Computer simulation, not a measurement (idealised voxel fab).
This is a process module. Its name is voxel transistor to metal.
We display cut, a cross-section 180 nm in width whose square cells are each 5 nm.
This document writes a cross-section as a grid whose cells are square, and gives it as bands, listed from the top down; one or more rows of cells form a band. A band entry consists of two parts. The first gives the height of the band's top and the height of its bottom, in nm. The rest lists the band's materials from left to right, each with its width in nm. A single material labelled with the word "everywhere" fills the band from edge to edge, and the word "blank" marks empty space. Heights are measured from 0, the level below which the as-received wafer is all one material; the lowest band has no bottom and continues downward, written as in "0 down". You'd read "30 to 40" like this: the band's top row of cells is as wide as the first number, its bottom row is as wide as the second, and going down, every row changes width by the same amount as the row before did. The cross-section has no changed cell in any step marked "stayed the same". The label "Voids, sealed" introduces a list of the empty spaces, 8 cells or larger, that have no open way up to the top; each entry in it reads width x height at distance, where the distance is taken from the left edge and all three are stated in nm. On a step's line, text after the settings is the simulator commenting on that step. A step's line can hold "overlay nm"; with a mask on that step, the setting says how far right of the planned place the mask lay, while a negative setting says it lay to the left.

**Intended process steps**
1) RECEIVE [material Si]
2) OXIDIZE [depth nm 5]
3) CONFORMAL_DEP [material SiN] [thk nm 15]
4) DIRECTIONAL_DEP [material aC] [thk nm 15]
5) PATTERN [tone cover] [mask id ACTIVE] [material resist] [width nm 95] [thk nm 35] [overlay nm 0]
6) DIRECTIONAL_ETCH [etch materials aC] [depth nm 15]
7) STRIP [etch materials resist]
8) DIRECTIONAL_ETCH [etch materials SiN] [depth nm 15]
9) DIRECTIONAL_ETCH [etch materials SiO2] [depth nm 5]
10) DIRECTIONAL_ETCH [etch materials Si] [depth nm 20]
11) STRIP [etch materials aC]
12) OXIDIZE [depth nm 5]
13) FILL_DEP [material SiO2] [thk nm 15]
14) CMP [height nm 15]
15) SELECTIVE_ETCH [etch materials SiO2] [depth nm 5]
16) STRIP [etch materials SiN]
17) SELECTIVE_ETCH [etch materials SiO2] [depth nm 5]
18) OXIDIZE [depth nm 5]
19) DIRECTIONAL_DEP [material polySi] [thk nm 20]
20) DIRECTIONAL_DEP [material SiCN] [thk nm 15]
21) DIRECTIONAL_DEP [material aC] [thk nm 10]
22) PATTERN [tone cover] [mask id GATE] [material resist] [width nm 15] [thk nm 30] [overlay nm 0]
23) DIRECTIONAL_ETCH [etch materials aC] [depth nm 10]
24) STRIP [etch materials resist]
25) DIRECTIONAL_ETCH [etch materials SiCN] [depth nm 25]
26) DIRECTIONAL_ETCH [etch materials polySi] [depth nm 30]
27) STRIP [etch materials aC]
28) CONFORMAL_DEP [material SiO2] [thk nm 5]
29) DIRECTIONAL_ETCH [etch materials SiO2] [depth nm 5]
30) CONFORMAL_DEP [material SiN] [thk nm 5]
31) DIRECTIONAL_ETCH [etch materials SiN] [depth nm 5]
32) DIRECTIONAL_ETCH [etch materials SiO2] [depth nm 5]
33) DIRECTIONAL_ETCH [etch materials Si] [depth nm 10]
34) EPI [material SiGe] [thk nm 10]
35) FILL_DEP [material SiO2] [thk nm 10]
36) CMP [height nm 30]
37) DIRECTIONAL_DEP [material SiO2] [thk nm 10]
38) DIRECTIONAL_DEP [material aC] [thk nm 10]
39) PATTERN [tone open] [mask id CONTACT] [material resist] [width nm 30] [pitch nm 55] [thk nm 25] [overlay nm 0]
40) DIRECTIONAL_ETCH [etch materials aC] [depth nm 10]
41) STRIP [etch materials resist]
42) DIRECTIONAL_ETCH [etch materials SiO2] [depth nm 50]
43) STRIP [etch materials aC]
44) CONFORMAL_DEP [material TiN] [thk nm 5]
45) FILL_DEP [material Ru] [thk nm 10]
46) CMP [height nm 40]
47) CONFORMAL_DEP [material SiN] [thk nm 5]
48) DIRECTIONAL_DEP [material lowk] [thk nm 20]
49) PATTERN [tone open] [mask id METAL_1] [material resist] [width nm 15] [pitch nm 70] [thk nm 20] [overlay nm 0]
50) DIRECTIONAL_ETCH [etch materials lowk] [depth nm 20]
51) DIRECTIONAL_ETCH [etch materials SiN] [depth nm 5]
52) STRIP [etch materials resist]
53) CONFORMAL_DEP [material TiN] [thk nm 5]
54) FILL_DEP [material Ru] [thk nm 5]
55) CMP [height nm 65]
56) EPI [material Ru] [thk nm 5]
57) FILL_DEP [material SiCN] [thk nm 5]
58) DIRECTIONAL_DEP [material lowk] [thk nm 30]
59) DIRECTIONAL_DEP [material aC] [thk nm 15]
60) PATTERN [tone open] [mask id METAL_2] [material resist] [width nm 15] [pitch nm 70] [thk nm 35] [overlay nm 0]
61) DIRECTIONAL_ETCH [etch materials aC] [depth nm 15]
62) STRIP [etch materials resist]
63) DIRECTIONAL_ETCH [etch materials lowk] [depth nm 15]
64) STRIP [etch materials aC]
65) DIRECTIONAL_DEP [material aC] [thk nm 10]
66) PATTERN [tone open] [mask id METAL_2_HOLES] [material resist] [width nm 15] [pitch nm 70] [thk nm 30] [overlay nm 0]
67) DIRECTIONAL_ETCH [etch materials aC] [depth nm 10]
68) STRIP [etch materials resist]
69) DIRECTIONAL_ETCH [etch materials lowk] [depth nm 15]
70) DIRECTIONAL_ETCH [etch materials SiCN] [depth nm 5]
71) STRIP [etch materials aC]
72) CONFORMAL_DEP [material TiN] [thk nm 5]
73) FILL_DEP [material Cu] [thk nm 5]
74) CMP [height nm 105]
75) CONFORMAL_DEP [material SiCN] [thk nm 5]

**First of the two wafers, run per plan**

**Step 1 complete: cross-section of the wafer as received**
	0 down: Si everywhere
	Voids, sealed: none

**Sectional view: wafer, after step 2**
	0 to -5: SiO2 everywhere
	For the remainder of the cross-section, below -5, there is no change.

**Sectional view: wafer, after step 3**
	15 to 0: SiN everywhere
	For the remainder of the cross-section, below 0, there is no change.

**Sectional view: wafer, after step 4**
	30 to 15: aC everywhere
	For the remainder of the cross-section, below 15, there is no change.

**Sectional view: wafer, after step 5**
	65 to 30: blank 40  resist 95  blank 45
	For the remainder of the cross-section, below 30, there is no change.

**Sectional view: wafer, after step 6**
	50 to 30: blank 40  resist 95  blank 45
	30 to 15: blank 40  aC 95  blank 45
	For the remainder of the cross-section, below 15, there is no change.

**Sectional view: wafer, after step 7**
	30 to 15: blank 40  aC 95  blank 45
	For the remainder of the cross-section, below 15, there is no change.

**Sectional view: wafer, after step 8**
	30 to 15: blank 40  aC 95  blank 45
	15 to 0: blank 40  SiN 95  blank 45
	For the remainder of the cross-section, below 0, there is no change.

**Sectional view: wafer, after step 9**
	30 to 15: blank 40  aC 95  blank 45
	15 to 0: blank 40  SiN 95  blank 45
	0 to -5: blank 40  SiO2 95  blank 45
	For the remainder of the cross-section, below -5, there is no change.

**Sectional view: wafer, after step 10**
	30 to 15: blank 40  aC 95  blank 45
	15 to 0: blank 40  SiN 95  blank 45
	0 to -5: blank 40  SiO2 95  blank 45
	-5 to -25: blank 40  Si 95  blank 45
	For the remainder of the cross-section, below -25, there is no change.

**Sectional view: wafer, after step 11**
	15 to 0: blank 40  SiN 95  blank 45
	For the remainder of the cross-section, below 0, there is no change.

**Sectional view: wafer, after step 12**
	15 to 0: blank 40  SiN 95  blank 45
	0 to -5: blank 40  SiO2 95  blank 45
	-5 to -25: blank 40  SiO2 5  Si 85  SiO2 5  blank 45
	-25 to -30: SiO2 45  Si 85  SiO2 50
	For the remainder of the cross-section, below -30, there is no change.

**Sectional view: wafer, after step 13**
	30 to 15: SiO2 everywhere
	15 to 0: SiO2 40  SiN 95  SiO2 45
	0 to -5: SiO2 everywhere
	-5 to -30: SiO2 45  Si 85  SiO2 50
	For the remainder of the cross-section, below -30, there is no change.

**Sectional view: wafer, after step 14**
	15 to 0: SiO2 40  SiN 95  SiO2 45
	For the remainder of the cross-section, below 0, there is no change.

**Sectional view: wafer, after step 15**
	15 to 10: blank 40  SiN 95  blank 45
	For the remainder of the cross-section, below 10, there is no change.

**Sectional view: wafer, after step 16**
	10 to 0: SiO2 40  blank 95  SiO2 45
	For the remainder of the cross-section, below 0, there is no change.

**Sectional view: wafer, after step 17**
	5 to -5: SiO2 35  blank 105  SiO2 40
	For the remainder of the cross-section, below -5, there is no change.

**Sectional view: wafer, after step 18**
	5 to -5: SiO2 35  blank 105  SiO2 40
	-5 to -10: SiO2 everywhere
	For the remainder of the cross-section, below -10, there is no change.

**Sectional view: wafer, after step 19**
	25 to 15: polySi 35  blank 105  polySi 40
	15 to 5: polySi everywhere
	5 to -5: SiO2 35  polySi 105  SiO2 40
	For the remainder of the cross-section, below -5, there is no change.

**Sectional view: wafer, after step 20**
	40 to 30: SiCN 35  blank 105  SiCN 40
	30 to 25: SiCN everywhere
	25 to 15: polySi 35  SiCN 105  polySi 40
	For the remainder of the cross-section, below 15, there is no change.

**Sectional view: wafer, after step 21**
	50 to 40: aC 35  blank 105  aC 40
	40 to 30: SiCN 35  aC 105  SiCN 40
	For the remainder of the cross-section, below 30, there is no change.

**Sectional view: wafer, after step 22**
	80 to 50: blank 80  resist 15  blank 85
	50 to 40: aC 35  blank 45  resist 15  blank 45  aC 40
	For the remainder of the cross-section, below 40, there is no change.

**Sectional view: wafer, after step 23**
	70 to 40: blank 80  resist 15  blank 85
	40 to 30: SiCN 35  blank 45  aC 15  blank 45  SiCN 40
	For the remainder of the cross-section, below 30, there is no change.

**Sectional view: wafer, after step 24**
	40 to 30: SiCN 35  blank 45  aC 15  blank 45  SiCN 40
	For the remainder of the cross-section, below 30, there is no change.

**Sectional view: wafer, after step 25**
	40 to 30: blank 80  aC 15  blank 85
	30 to 25: blank 80  SiCN 15  blank 85
	25 to 15: polySi 35  blank 45  SiCN 15  blank 45  polySi 40
	For the remainder of the cross-section, below 15, there is no change.

**Sectional view: wafer, after step 26**
	40 to 30: blank 80  aC 15  blank 85
	30 to 15: blank 80  SiCN 15  blank 85
	15 to 5: blank 80  polySi 15  blank 85
	5 to -5: SiO2 35  blank 45  polySi 15  blank 45  SiO2 40
	For the remainder of the cross-section, below -5, there is no change.

**Sectional view: wafer, after step 27**
	30 to 15: blank 80  SiCN 15  blank 85
	For the remainder of the cross-section, below 15, there is no change.

**Sectional view: wafer, after step 28**
	35 to 30: blank 75  SiO2 25  blank 80
	30 to 15: blank 75  SiO2 5  SiCN 15  SiO2 5  blank 80
	15 to 10: blank 75  SiO2 5  polySi 15  SiO2 5  blank 80
	10 to 0: SiO2 40  blank 35  SiO2 5  polySi 15  SiO2 5  blank 35  SiO2 45
	0 to -5: SiO2 80  polySi 15  SiO2 85
	For the remainder of the cross-section, below -5, there is no change.

**Sectional view: wafer, after step 29**
	30 to 15: blank 75  SiO2 5  SiCN 15  SiO2 5  blank 80
	15 to 5: blank 75  SiO2 5  polySi 15  SiO2 5  blank 80
	5 to -5: SiO2 40  blank 35  SiO2 5  polySi 15  SiO2 5  blank 35  SiO2 45
	For the remainder of the cross-section, below -5, there is no change.

**Sectional view: wafer, after step 30**
	35 to 30: blank 70  SiN 35  blank 75
	30 to 15: blank 70  SiN 5  SiO2 5  SiCN 15  SiO2 5  SiN 5  blank 75
	15 to 10: blank 70  SiN 5  SiO2 5  polySi 15  SiO2 5  SiN 5  blank 75
	10 to 5: SiN 45  blank 25  SiN 5  SiO2 5  polySi 15  SiO2 5  SiN 5  blank 25  SiN 50
	5 to 0: SiO2 40  SiN 5  blank 25  SiN 5  SiO2 5  polySi 15  SiO2 5  SiN 5  blank 25  SiN 5  SiO2 45
	0 to -5: SiO2 40  SiN 35  SiO2 5  polySi 15  SiO2 5  SiN 35  SiO2 45
	For the remainder of the cross-section, below -5, there is no change.

**Sectional view: wafer, after step 31**
	30 to 15: blank 70  SiN 5  SiO2 5  SiCN 15  SiO2 5  SiN 5  blank 75
	15 to 5: blank 70  SiN 5  SiO2 5  polySi 15  SiO2 5  SiN 5  blank 75
	5 to -5: SiO2 40  SiN 5  blank 25  SiN 5  SiO2 5  polySi 15  SiO2 5  SiN 5  blank 25  SiN 5  SiO2 45
	For the remainder of the cross-section, below -5, there is no change.

**Sectional view: wafer, after step 32**
	30 to 25: blank 70  SiN 5  blank 5  SiCN 15  blank 5  SiN 5  blank 75
	25 to 15: blank 70  SiN 5  SiO2 5  SiCN 15  SiO2 5  SiN 5  blank 75
	15 to 5: blank 70  SiN 5  SiO2 5  polySi 15  SiO2 5  SiN 5  blank 75
	5 to 0: blank 40  SiN 5  blank 25  SiN 5  SiO2 5  polySi 15  SiO2 5  SiN 5  blank 25  SiN 5  blank 45
	0 to -5: SiO2 40  SiN 5  blank 25  SiN 5  SiO2 5  polySi 15  SiO2 5  SiN 5  blank 25  SiN 5  SiO2 45
	-5 to -10: SiO2 45  blank 25  SiO2 35  blank 25  SiO2 50
	For the remainder of the cross-section, below -10, there is no change.

**Sectional view: wafer, after step 33**
	30 to 25: blank 70  SiN 5  blank 5  SiCN 15  blank 5  SiN 5  blank 75
	25 to 15: blank 70  SiN 5  SiO2 5  SiCN 15  SiO2 5  SiN 5  blank 75
	15 to 5: blank 70  SiN 5  SiO2 5  polySi 15  SiO2 5  SiN 5  blank 75
	5 to 0: blank 40  SiN 5  blank 25  SiN 5  SiO2 5  polySi 15  SiO2 5  SiN 5  blank 25  SiN 5  blank 45
	0 to -5: SiO2 40  SiN 5  blank 25  SiN 5  SiO2 5  polySi 15  SiO2 5  SiN 5  blank 25  SiN 5  SiO2 45
	-5 to -10: SiO2 45  blank 25  SiO2 35  blank 25  SiO2 50
	-10 to -20: SiO2 45  blank 25  Si 35  blank 25  SiO2 50
	For the remainder of the cross-section, below -20, there is no change.

**Sectional view: wafer, after step 34**
	30 to 25: blank 70  SiN 5  blank 5  SiCN 15  blank 5  SiN 5  blank 75
	25 to 15: blank 70  SiN 5  SiO2 5  SiCN 15  SiO2 5  SiN 5  blank 75
	15 to 5: blank 70  SiN 5  SiO2 5  polySi 15  SiO2 5  SiN 5  blank 75
	5 to 0: blank 40  SiN 5  blank 25  SiN 5  SiO2 5  polySi 15  SiO2 5  SiN 5  blank 25  SiN 5  blank 45
	0 to -5: SiO2 40  SiN 5  blank 15  SiGe 10  SiN 5  SiO2 5  polySi 15  SiO2 5  SiN 5  SiGe 10  blank 15  SiN 5  SiO2 45
	-5 to -10: SiO2 45  blank 15  SiGe 10  SiO2 35  SiGe 10  blank 15  SiO2 50
	-10 to -20: SiO2 45  SiGe 25  Si 35  SiGe 25  SiO2 50
	For the remainder of the cross-section, below -20, there is no change.

**Sectional view: wafer, after step 35**
	40 to 30: SiO2 everywhere
	30 to 15: SiO2 70  SiN 5  SiO2 5  SiCN 15  SiO2 5  SiN 5  SiO2 75
	15 to 5: SiO2 70  SiN 5  SiO2 5  polySi 15  SiO2 5  SiN 5  SiO2 75
	5 to 0: SiO2 40  SiN 5  SiO2 25  SiN 5  SiO2 5  polySi 15  SiO2 5  SiN 5  SiO2 25  SiN 5  SiO2 45
	0 to -5: SiO2 40  SiN 5  SiO2 15  SiGe 10  SiN 5  SiO2 5  polySi 15  SiO2 5  SiN 5  SiGe 10  SiO2 15  SiN 5  SiO2 45
	-5 to -10: SiO2 60  SiGe 10  SiO2 35  SiGe 10  SiO2 65
	For the remainder of the cross-section, below -10, there is no change.

**Sectional view: wafer, after step 36**
	30 to 15: SiO2 70  SiN 5  SiO2 5  SiCN 15  SiO2 5  SiN 5  SiO2 75
	For the remainder of the cross-section, below 15, there is no change.

**Sectional view: wafer, after step 37**
	40 to 30: SiO2 everywhere
	For the remainder of the cross-section, below 30, there is no change.

**Sectional view: wafer, after step 38**
	50 to 40: aC everywhere
	For the remainder of the cross-section, below 40, there is no change.

**Sectional view: wafer, after step 39**
	75 to 50: resist 45  blank 30  resist 25  blank 30  resist 50
	For the remainder of the cross-section, below 50, there is no change.

**Sectional view: wafer, after step 40**
	65 to 50: resist 45  blank 30  resist 25  blank 30  resist 50
	50 to 40: aC 45  blank 30  aC 25  blank 30  aC 50
	For the remainder of the cross-section, below 40, there is no change.

**Sectional view: wafer, after step 41**
	50 to 40: aC 45  blank 30  aC 25  blank 30  aC 50
	For the remainder of the cross-section, below 40, there is no change.

**Sectional view: wafer, after step 42**
	50 to 40: aC 45  blank 30  aC 25  blank 30  aC 50
	40 to 30: SiO2 45  blank 30  SiO2 25  blank 30  SiO2 50
	30 to 15: SiO2 45  blank 25  SiN 5  SiO2 5  SiCN 15  SiO2 5  SiN 5  blank 25  SiO2 50
	15 to 5: SiO2 45  blank 25  SiN 5  SiO2 5  polySi 15  SiO2 5  SiN 5  blank 25  SiO2 50
	5 to 0: SiO2 40  SiN 5  blank 25  SiN 5  SiO2 5  polySi 15  SiO2 5  SiN 5  blank 25  SiN 5  SiO2 45
	0 to -5: SiO2 40  SiN 5  blank 15  SiGe 10  SiN 5  SiO2 5  polySi 15  SiO2 5  SiN 5  SiGe 10  blank 15  SiN 5  SiO2 45
	-5 to -10: SiO2 45  blank 15  SiGe 10  SiO2 35  SiGe 10  blank 15  SiO2 50
	For the remainder of the cross-section, below -10, there is no change.

**Sectional view: wafer, after step 43**
	40 to 30: SiO2 45  blank 30  SiO2 25  blank 30  SiO2 50
	For the remainder of the cross-section, below 30, there is no change.

**Sectional view: wafer, after step 44**
	45 to 40: TiN 50  blank 20  TiN 35  blank 20  TiN 55
	40 to 30: SiO2 45  TiN 5  blank 20 to 15  TiN 5 to 10  SiO2 25  TiN 5 to 10  blank 20 to 15  TiN 5  SiO2 50
	30 to 15: SiO2 45  TiN 5  blank 15  TiN 5  SiN 5  SiO2 5  SiCN 15  SiO2 5  SiN 5  TiN 5  blank 15  TiN 5  SiO2 50
	15 to 5: SiO2 45  TiN 5  blank 15  TiN 5  SiN 5  SiO2 5  polySi 15  SiO2 5  SiN 5  TiN 5  blank 15  TiN 5  SiO2 50
	5 to 0: SiO2 40  SiN 5  TiN 5  blank 5  TiN 15  SiN 5  SiO2 5  polySi 15  SiO2 5  SiN 5  TiN 15  blank 5  TiN 5  SiN 5  SiO2 45
	0 to -5: SiO2 40  SiN 5  TiN 5  blank 5  TiN 5  SiGe 10  SiN 5  SiO2 5  polySi 15  SiO2 5  SiN 5  SiGe 10  TiN 5  blank 5  TiN 5  SiN 5  SiO2 45
	-5 to -10: SiO2 45  TiN 15  SiGe 10  SiO2 35  SiGe 10  TiN 15  SiO2 50
	For the remainder of the cross-section, below -10, there is no change.

**Sectional view: wafer, after step 45**
	55 to 45: Ru everywhere
	45 to 40: TiN 50  Ru 20  TiN 35  Ru 20  TiN 55
	40 to 30: SiO2 45  TiN 5  Ru 20 to 15  TiN 5 to 10  SiO2 25  TiN 5 to 10  Ru 20 to 15  TiN 5  SiO2 50
	30 to 15: SiO2 45  TiN 5  Ru 15  TiN 5  SiN 5  SiO2 5  SiCN 15  SiO2 5  SiN 5  TiN 5  Ru 15  TiN 5  SiO2 50
	15 to 5: SiO2 45  TiN 5  Ru 15  TiN 5  SiN 5  SiO2 5  polySi 15  SiO2 5  SiN 5  TiN 5  Ru 15  TiN 5  SiO2 50
	5 to 0: SiO2 40  SiN 5  TiN 5  Ru 5  TiN 15  SiN 5  SiO2 5  polySi 15  SiO2 5  SiN 5  TiN 15  Ru 5  TiN 5  SiN 5  SiO2 45
	0 to -5: SiO2 40  SiN 5  TiN 5  Ru 5  TiN 5  SiGe 10  SiN 5  SiO2 5  polySi 15  SiO2 5  SiN 5  SiGe 10  TiN 5  Ru 5  TiN 5  SiN 5  SiO2 45
	For the remainder of the cross-section, below -5, there is no change.

**Sectional view: wafer, after step 46**
	40 to 30: SiO2 45  TiN 5  Ru 20 to 15  TiN 5 to 10  SiO2 25  TiN 5 to 10  Ru 20 to 15  TiN 5  SiO2 50
	For the remainder of the cross-section, below 30, there is no change.

**Sectional view: wafer, after step 47**
	45 to 40: SiN everywhere
	For the remainder of the cross-section, below 40, there is no change.

**Sectional view: wafer, after step 48**
	65 to 45: lowk everywhere
	For the remainder of the cross-section, below 45, there is no change.

**Sectional view: wafer, after step 49**
	85 to 65: resist 45  blank 15  resist 55  blank 15  resist 50
	For the remainder of the cross-section, below 65, there is no change.

**Sectional view: wafer, after step 50**
	85 to 65: resist 45  blank 15  resist 55  blank 15  resist 50
	65 to 45: lowk 45  blank 15  lowk 55  blank 15  lowk 50
	For the remainder of the cross-section, below 45, there is no change.

**Sectional view: wafer, after step 51**
	85 to 65: resist 45  blank 15  resist 55  blank 15  resist 50
	65 to 45: lowk 45  blank 15  lowk 55  blank 15  lowk 50
	45 to 40: SiN 45  blank 15  SiN 55  blank 15  SiN 50
	For the remainder of the cross-section, below 40, there is no change.

**Sectional view: wafer, after step 52**
	65 to 45: lowk 45  blank 15  lowk 55  blank 15  lowk 50
	For the remainder of the cross-section, below 45, there is no change.

**Sectional view: wafer, after step 53**
	70 to 65: TiN 50  blank 5  TiN 65  blank 5  TiN 55
	65 to 45: lowk 45  TiN 5  blank 5  TiN 5  lowk 55  TiN 5  blank 5  TiN 5  lowk 50
	45 to 40: SiN 45  TiN 15  SiN 55  TiN 15  SiN 50
	For the remainder of the cross-section, below 40, there is no change.

**Sectional view: wafer, after step 54**
	75 to 70: Ru everywhere
	70 to 65: TiN 50  Ru 5  TiN 65  Ru 5  TiN 55
	65 to 45: lowk 45  TiN 5  Ru 5  TiN 5  lowk 55  TiN 5  Ru 5  TiN 5  lowk 50
	For the remainder of the cross-section, below 45, there is no change.

**Sectional view: wafer, after step 55**
	65 to 45: lowk 45  TiN 5  Ru 5  TiN 5  lowk 55  TiN 5  Ru 5  TiN 5  lowk 50
	For the remainder of the cross-section, below 45, there is no change.

**Sectional view: wafer, after step 56**
	70 to 65: blank 40  Ru 25  blank 45  Ru 25  blank 45
	For the remainder of the cross-section, below 65, there is no change.

**Sectional view: wafer, after step 57**
	75 to 70: SiCN everywhere
	70 to 65: SiCN 40  Ru 25  SiCN 45  Ru 25  SiCN 45
	For the remainder of the cross-section, below 65, there is no change.

**Sectional view: wafer, after step 58**
	105 to 75: lowk everywhere
	For the remainder of the cross-section, below 75, there is no change.

**Sectional view: wafer, after step 59**
	120 to 105: aC everywhere
	For the remainder of the cross-section, below 105, there is no change.

**Sectional view: wafer, after step 60**
	155 to 120: resist 45  blank 15  resist 55  blank 15  resist 50
	For the remainder of the cross-section, below 120, there is no change.

**Sectional view: wafer, after step 61**
	140 to 120: resist 45  blank 15  resist 55  blank 15  resist 50
	120 to 105: aC 45  blank 15  aC 55  blank 15  aC 50
	For the remainder of the cross-section, below 105, there is no change.

**Sectional view: wafer, after step 62**
	120 to 105: aC 45  blank 15  aC 55  blank 15  aC 50
	For the remainder of the cross-section, below 105, there is no change.

**Sectional view: wafer, after step 63**
	120 to 105: aC 45  blank 15  aC 55  blank 15  aC 50
	105 to 90: lowk 45  blank 15  lowk 55  blank 15  lowk 50
	For the remainder of the cross-section, below 90, there is no change.

**Sectional view: wafer, after step 64**
	105 to 90: lowk 45  blank 15  lowk 55  blank 15  lowk 50
	For the remainder of the cross-section, below 90, there is no change.

**Sectional view: wafer, after step 65**
	115 to 105: aC 45  blank 15  aC 55  blank 15  aC 50
	105 to 100: lowk 45  blank 15  lowk 55  blank 15  lowk 50
	100 to 90: lowk 45  aC 15  lowk 55  aC 15  lowk 50
	For the remainder of the cross-section, below 90, there is no change.

**Sectional view: wafer, after step 66**
	145 to 115: resist 45  blank 15  resist 55  blank 15  resist 50
	For the remainder of the cross-section, below 115, there is no change.

**Sectional view: wafer, after step 67**
	135 to 115: resist 45  blank 15  resist 55  blank 15  resist 50
	115 to 105: aC 45  blank 15  aC 55  blank 15  aC 50
	105 to 90: lowk 45  blank 15  lowk 55  blank 15  lowk 50
	For the remainder of the cross-section, below 90, there is no change.

**Sectional view: wafer, after step 68**
	115 to 105: aC 45  blank 15  aC 55  blank 15  aC 50
	For the remainder of the cross-section, below 105, there is no change.

**Sectional view: wafer, after step 69**
	115 to 105: aC 45  blank 15  aC 55  blank 15  aC 50
	105 to 75: lowk 45  blank 15  lowk 55  blank 15  lowk 50
	For the remainder of the cross-section, below 75, there is no change.

**Sectional view: wafer, after step 70**
	115 to 105: aC 45  blank 15  aC 55  blank 15  aC 50
	105 to 75: lowk 45  blank 15  lowk 55  blank 15  lowk 50
	75 to 70: SiCN 45  blank 15  SiCN 55  blank 15  SiCN 50
	For the remainder of the cross-section, below 70, there is no change.

**Sectional view: wafer, after step 71**
	105 to 75: lowk 45  blank 15  lowk 55  blank 15  lowk 50
	For the remainder of the cross-section, below 75, there is no change.

**Sectional view: wafer, after step 72**
	110 to 105: TiN 50  blank 5  TiN 65  blank 5  TiN 55
	105 to 75: lowk 45  TiN 5  blank 5  TiN 5  lowk 55  TiN 5  blank 5  TiN 5  lowk 50
	75 to 70: SiCN 45  TiN 15  SiCN 55  TiN 15  SiCN 50
	For the remainder of the cross-section, below 70, there is no change.

**Sectional view: wafer, after step 73**
	115 to 110: Cu everywhere
	110 to 105: TiN 50  Cu 5  TiN 65  Cu 5  TiN 55
	105 to 75: lowk 45  TiN 5  Cu 5  TiN 5  lowk 55  TiN 5  Cu 5  TiN 5  lowk 50
	For the remainder of the cross-section, below 75, there is no change.

**Sectional view: wafer, after step 74**
	105 to 75: lowk 45  TiN 5  Cu 5  TiN 5  lowk 55  TiN 5  Cu 5  TiN 5  lowk 50
	For the remainder of the cross-section, below 75, there is no change.

**Sectional view: wafer, after step 75**
	110 to 105: SiCN everywhere
	For the remainder of the cross-section, below 105, there is no change.

**What follows concerns the second wafer, which started out like the first and was meant to follow the very same plan; one mistake crept in when it was run, but everything up to and including step 56 is the same as for the first wafer**

**Second wafer, sectioned view, at step 57's planned end time**
	100 to 95: blank 40  lowk 25  blank 45  lowk 25  blank 45
	95 to 70: lowk everywhere
	70 to 65: lowk 40  Ru 25  lowk 45  Ru 25  lowk 45
	For the remainder of the cross-section, below 65, there is no change.

**Second wafer, sectioned view, at step 58's planned end time**
	105 to 100: SiCN everywhere
	100 to 95: SiCN 40  lowk 25  SiCN 45  lowk 25  SiCN 45
	For the remainder of the cross-section, below 95, there is no change.

**Second wafer, sectioned view, at step 59's planned end time**
	120 to 105: aC everywhere
	For the remainder of the cross-section, below 105, there is no change.

**Second wafer, sectioned view, at step 60's planned end time**
	155 to 120: resist 45  blank 15  resist 55  blank 15  resist 50
	For the remainder of the cross-section, below 120, there is no change.

**Second wafer, sectioned view, at step 61's planned end time**
	140 to 120: resist 45  blank 15  resist 55  blank 15  resist 50
	120 to 105: aC 45  blank 15  aC 55  blank 15  aC 50
	For the remainder of the cross-section, below 105, there is no change.

**Second wafer, sectioned view, at step 62's planned end time**
	120 to 105: aC 45  blank 15  aC 55  blank 15  aC 50
	For the remainder of the cross-section, below 105, there is no change.

Second wafer, sectioned view, at step 63's planned end time: stayed the same

**Second wafer, sectioned view, at step 64's planned end time**
	105 to 100: SiCN everywhere
	For the remainder of the cross-section, below 100, there is no change.

**Second wafer, sectioned view, at step 65's planned end time**
	115 to 105: aC everywhere
	For the remainder of the cross-section, below 105, there is no change.

**Second wafer, sectioned view, at step 66's planned end time**
	145 to 115: resist 45  blank 15  resist 55  blank 15  resist 50
	For the remainder of the cross-section, below 115, there is no change.

**Second wafer, sectioned view, at step 67's planned end time**
	135 to 115: resist 45  blank 15  resist 55  blank 15  resist 50
	115 to 105: aC 45  blank 15  aC 55  blank 15  aC 50
	For the remainder of the cross-section, below 105, there is no change.

**Second wafer, sectioned view, at step 68's planned end time**
	115 to 105: aC 45  blank 15  aC 55  blank 15  aC 50
	For the remainder of the cross-section, below 105, there is no change.

Second wafer, sectioned view, at step 69's planned end time: stayed the same

**Second wafer, sectioned view, at step 70's planned end time**
	115 to 105: aC 45  blank 15  aC 55  blank 15  aC 50
	105 to 100: SiCN 45  blank 15  SiCN 55  blank 15  SiCN 50
	For the remainder of the cross-section, below 100, there is no change.

**Second wafer, sectioned view, at step 71's planned end time**
	105 to 100: SiCN 45  blank 15  SiCN 55  blank 15  SiCN 50
	For the remainder of the cross-section, below 100, there is no change.

**Second wafer, sectioned view, at step 72's planned end time**
	110 to 105: TiN 50  blank 5  TiN 65  blank 5  TiN 55
	105 to 100: SiCN 45  TiN 15  SiCN 55  TiN 15  SiCN 50
	For the remainder of the cross-section, below 100, there is no change.

**Second wafer, sectioned view, at step 73's planned end time**
	115 to 110: Cu everywhere
	110 to 105: TiN 50  Cu 5  TiN 65  Cu 5  TiN 55
	For the remainder of the cross-section, below 105, there is no change.

**Second wafer, sectioned view, at step 74's planned end time**
	105 to 100: SiCN 45  TiN 15  SiCN 55  TiN 15  SiCN 50
	For the remainder of the cross-section, below 100, there is no change.

**Second wafer, sectioned view, at step 75's planned end time**
	110 to 105: SiCN everywhere
	For the remainder of the cross-section, below 105, there is no change.
Processing error: deviation from plan: step 58 and step 57 executed in one another's positions
The final cell counts differ between the wafers, with the second having more or fewer of some materials than the first: Cu: 12 fewer, TiN: 24 fewer, lowk: 36 more
